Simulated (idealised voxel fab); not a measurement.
Herein follows the process module entitled voxel capacitor over wiring.
155 nm wide, 5 nm square cells: that's cross-section cut.
Cross-section, as written here: a square-cell grid given band by band from the top down, where a band holds one or more rows of cells. For a band, the entry starts with two heights in nm, that of the top and then that of the bottom, and carries on with the band's materials in order from left to right, each alongside its width in nm; the word "full width" beside a single material means it fills the band edge to edge, and "blank" means empty space. For the purposes of this specification, 0 denotes the height below which the wafer in its as-received condition is composed wholly of one material, and the lowermost band, lacking a lower limit, extends downward without end, as expressed in "0 down". Quick explanation for "30->40": the width changes in equal steps down the rows of cells, from the first number in the band's top row to the second number in its bottom row. No cell of the cross-section changed in a step that is given as "nothing changed". "Cavities, closed" - sealed voids, min. 8 cells, no opening to top; format: width x height at distance (distance from left edge; nm throughout). The remark found on a step's line after its settings is issued by the simulator itself and pertains to that step. Among the settings permitted on a step's line is "overlay nm"; applied to a step with a mask, it specifies the extent to which the mask lay to the right of its planned position, whereas a negative figure signifies a position to the left.
[The process steps that were planned are listed below]
1: op RECEIVE | material Si
2: op CONFORMAL_DEP | material SiO2 | thk nm 15
3: op DIRECTIONAL_DEP | material TiN | thk nm 5
4: op DIRECTIONAL_DEP | material W | thk nm 15
5: op DIRECTIONAL_DEP | material aC | thk nm 10
6: op PATTERN | tone cover | mask id METAL_1 | material resist | width nm 20 | pitch nm 75 | thk nm 25 | overlay nm 0
7: op DIRECTIONAL_ETCH | etch materials aC | depth nm 10
8: op STRIP | etch materials resist
9: op DIRECTIONAL_ETCH | etch materials W | depth nm 15
10: op DIRECTIONAL_ETCH | etch materials TiN | depth nm 5
11: op STRIP | etch materials aC
12: op FILL_DEP | material SiO2 | thk nm 10
13: op CMP | height nm 35
14: op CONFORMAL_DEP | material SiCN | thk nm 5
15: op DIRECTIONAL_DEP | material lowk | thk nm 20
16: op PATTERN | tone open | mask id PLUG_1 | material resist | width nm 15 | thk nm 15 | overlay nm 0
17: op DIRECTIONAL_ETCH | etch materials lowk | depth nm 20
18: op DIRECTIONAL_ETCH | etch materials SiCN | depth nm 5
19: op STRIP | etch materials resist
20: op EPI | material Ru | thk nm 10
21: op EPI | material Ru | thk nm 10
22: op EPI | material Ru | thk nm 5
23: op DIRECTIONAL_DEP | material TiN | thk nm 10
24: op DIRECTIONAL_DEP | material SiN | thk nm 5
25: op DIRECTIONAL_DEP | material TiN | thk nm 10
26: op MASKED_ETCH | tone cover | mask id UPPER_PLATE | width nm 60 | etch materials TiN | depth nm 10 | overlay nm 0
27: op MASKED_ETCH | tone cover | mask id UPPER_PLATE | width nm 60 | etch materials SiN | depth nm 5 | overlay nm 0
28: op MASKED_ETCH | tone cover | mask id LOWER_PLATE | width nm 70 | etch materials TiN | depth nm 10 | overlay nm 0
29: op FILL_DEP | material SiO2 | thk nm 15
30: op CMP | height nm 95
31: op MASKED_ETCH | tone open | mask id PLUG_2 | width nm 15 | etch materials SiO2 | depth nm 10 | overlay nm 0
32: op CONFORMAL_DEP | material TiN | thk nm 5
33: op FILL_DEP | material Ru | thk nm 5
34: op CMP | height nm 95
35: op CONFORMAL_DEP | material SiN | thk nm 5
[Shown in cross-section is the wafer as received, that is, as it stands after step 1]
- 0 down = Si full width
- Cavities, closed: none
[Post-module cross-section of the first of two wafers (run per plan)]
- 100 to 95 = SiN full width
- 95 to 90 = SiO2 (45) / TiN (5) / Ru (5) / TiN (5) / SiO2 (95)
- 90 to 85 = SiO2 (45) / TiN (15) / SiO2 (95)
- 85 to 75 = SiO2 (35) / TiN (60) / SiO2 (60)
- 75 to 70 = SiO2 (35) / SiN (60) / SiO2 (60)
- 70 to 60 = SiO2 (30) / TiN (70) / SiO2 (55)
- 60 to 40 = lowk (35) / Ru (15) / lowk (105)
- 40 to 35 = SiCN (35) / Ru (15) / SiCN (105)
- 35 to 20 = SiO2 (30) / W (20) / SiO2 (55) / W (20) / SiO2 (30)
- 20 to 15 = SiO2 (30) / TiN (20) / SiO2 (55) / TiN (20) / SiO2 (30)
- 15 to 0 = SiO2 full width
- 0 down = Si full width
- Cavities, closed: none
[So this is wafer number two of the two, cut at the end of the module - it started where the first did and had the same plan, we just got one thing wrong running it]
- 100 to 95 = SiN full width
- 95 to 90 = SiO2 (45) / TiN (5) / Ru (5) / TiN (5) / SiO2 (95)
- 90 to 85 = SiO2 (45) / TiN (15) / SiO2 (95)
- 85 to 75 = SiO2 (50) / TiN (45) / SiO2 (60)
- 75 to 70 = SiO2 (35) / TiN (15) / SiN (45) / SiO2 (60)
- 70 to 65 = SiO2 (30) / TiN (70) / SiO2 (55)
- 65 to 60 = SiO2 (30) / TiN (5) / SiN (15) / TiN (50) / SiO2 (55)
- 60 to 50 = lowk (35) / TiN (15) / lowk (105)
- 50 to 40 = lowk (35) / Ru (15) / lowk (105)
- 40 to 35 = SiCN (35) / Ru (15) / SiCN (105)
- 35 to 20 = SiO2 (30) / W (20) / SiO2 (55) / W (20) / SiO2 (30)
- 20 to 15 = SiO2 (30) / TiN (20) / SiO2 (55) / TiN (20) / SiO2 (30)
- 15 to 0 = SiO2 full width
- 0 down = Si full width
- Cavities, closed: none
Deviation from plan: one of the identical steps 20 and 21 was dropped, though which cannot be ascertained
Upon completion, the second wafer contains, in terms of cells, a greater or smaller amount of certain materials than the first wafer: 6 fewer of Ru | 6 more of SiO2
